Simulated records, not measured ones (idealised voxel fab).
process module | voxel air gaps
cross-section cut | 265 nm wide | cells 5 nm
A cross-section is a grid of square cells, given in bands from the top down. A band is one or more rows of cells.
Each band's line starts with the height of the band's top and of its bottom, in nm. Then come its materials from left to right, each with its width in nm. One material with "throughout" fills the band from edge to edge. "air" is empty space.
Height 0 is the level under which the wafer as received is all one material. The lowest band goes on downwards, as in "0 down".
A width such as "30 to 40" changes by the same amount from each row of cells to the next, from the band's top row to its bottom row.
"no change" after a step means that no cell of the cross-section changed.
closed voids: empty space of 8 cells or more with no open way to the top, each as width x height at its distance from the left edge, in nm
after a step's settings: what the simulator itself notes on the step
overlay nm, on a step with a mask: how far to the right of its planned place the mask lay; to the left if negative
plan
1 op RECEIVE | material Si
2 op CONFORMAL_DEP | material SiO2 | thk nm 15
3 op CONFORMAL_DEP | material SiN | thk nm 5
4 op DIRECTIONAL_DEP | material SiO2 | thk nm 40
5 op DIRECTIONAL_DEP | material aC | thk nm 15
6 op PATTERN | tone open | mask id LINES | material resist | width nm 25 | pitch nm 55 | thk nm 35 | overlay nm 0
7 op DIRECTIONAL_ETCH | etch materials aC | depth nm 15
8 op STRIP | etch materials resist
9 op DIRECTIONAL_ETCH | etch materials SiO2 | depth nm 40
10 op STRIP | etch materials aC
11 op CONFORMAL_DEP | material TiN | thk nm 5
12 op FILL_DEP | material W | thk nm 10
13 op CMP | height nm 60
14 op EPI | material Ru | thk nm 10
15 op SELECTIVE_ETCH | etch materials SiO2 | depth nm 50
16 op CONFORMAL_DEP | material SiCN | thk nm 5
as received, after step 1
  0 down: Si throughout
  closed voids: none
first wafer at the end, as planned
  75 to 70: air 20 | SiCN 220 | air 25
  70 to 60: air 20 | SiCN 5 | Ru 45 | SiCN 10 | Ru 45 | SiCN 10 | Ru 45 | SiCN 10 | Ru 45 | SiCN 5 | air 25
  60 to 55: air 20 | SiCN 15 | TiN 5 | W 15 | TiN 5 | SiCN 30 | TiN 5 | W 15 | TiN 5 | SiCN 30 | TiN 5 | W 15 | TiN 5 | SiCN 30 | TiN 5 | W 15 | TiN 5 | SiCN 15 | air 25
  55 to 25: air 30 | SiCN 5 | TiN 5 | W 15 | TiN 5 | SiCN 5 | air 20 | SiCN 5 | TiN 5 | W 15 | TiN 5 | SiCN 5 | air 20 | SiCN 5 | TiN 5 | W 15 | TiN 5 | SiCN 5 | air 20 | SiCN 5 | TiN 5 | W 15 | TiN 5 | SiCN 5 | air 35
  25 to 20: SiCN 35 | TiN 25 | SiCN 30 | TiN 25 | SiCN 30 | TiN 25 | SiCN 30 | TiN 25 | SiCN 40
  20 to 15: SiN throughout
  15 to 0: SiO2 throughout
  0 down: Si throughout
  closed voids: 20 x 30 at 65; 20 x 30 at 120; 20 x 30 at 175
second wafer at the end: like start, like plan, one mistake
  75 to 70: air 20 | SiCN 220 | air 25
  70 to 60: air 20 | SiCN 5 | Ru 45 | SiCN 10 | Ru 45 | SiCN 10 | Ru 45 | SiCN 10 | Ru 45 | SiCN 5 | air 25
  60 to 55: air 20 | SiCN 15 | TiN 5 | W 15 | TiN 5 | SiCN 30 | TiN 5 | W 15 | TiN 5 | SiCN 30 | TiN 5 | W 15 | TiN 5 | SiCN 30 | TiN 5 | W 15 | TiN 5 | SiCN 15 | air 25
  55 to 25: air 30 | SiCN 5 | TiN 5 | W 15 | TiN 5 | SiCN 5 | air 20 | SiCN 5 | TiN 5 | W 15 | TiN 5 | SiCN 5 | air 20 | SiCN 5 | TiN 5 | W 15 | TiN 5 | SiCN 5 | air 20 | SiCN 5 | TiN 5 | W 15 | TiN 5 | SiCN 5 | air 35
  25 to 20: air 30 | SiCN 5 | TiN 25 | SiCN 5 | air 20 | SiCN 5 | TiN 25 | SiCN 5 | air 20 | SiCN 5 | TiN 25 | SiCN 5 | air 20 | SiCN 5 | TiN 25 | SiCN 5 | air 35
  20 to 15: air 30 | SiCN 15 | SiO2 5 | SiCN 15 | air 20 | SiCN 15 | SiO2 5 | SiCN 15 | air 20 | SiCN 15 | SiO2 5 | SiCN 15 | air 20 | SiCN 15 | SiO2 5 | SiCN 15 | air 35
  15 to 10: SiCN 45 | SiO2 5 | SiCN 50 | SiO2 5 | SiCN 50 | SiO2 5 | SiCN 50 | SiO2 5 | SiCN 50
  10 to 0: SiO2 throughout
  0 down: Si throughout
  closed voids: 20 x 40 at 65; 20 x 40 at 120; 20 x 40 at 175
what went wrong: step 3 ran as: op CONFORMAL_DEP | material SiO2 | thk nm 5
at the end the second wafer has, in cells: 48 more of SiCN | 53 fewer of SiN | 45 fewer of SiO2
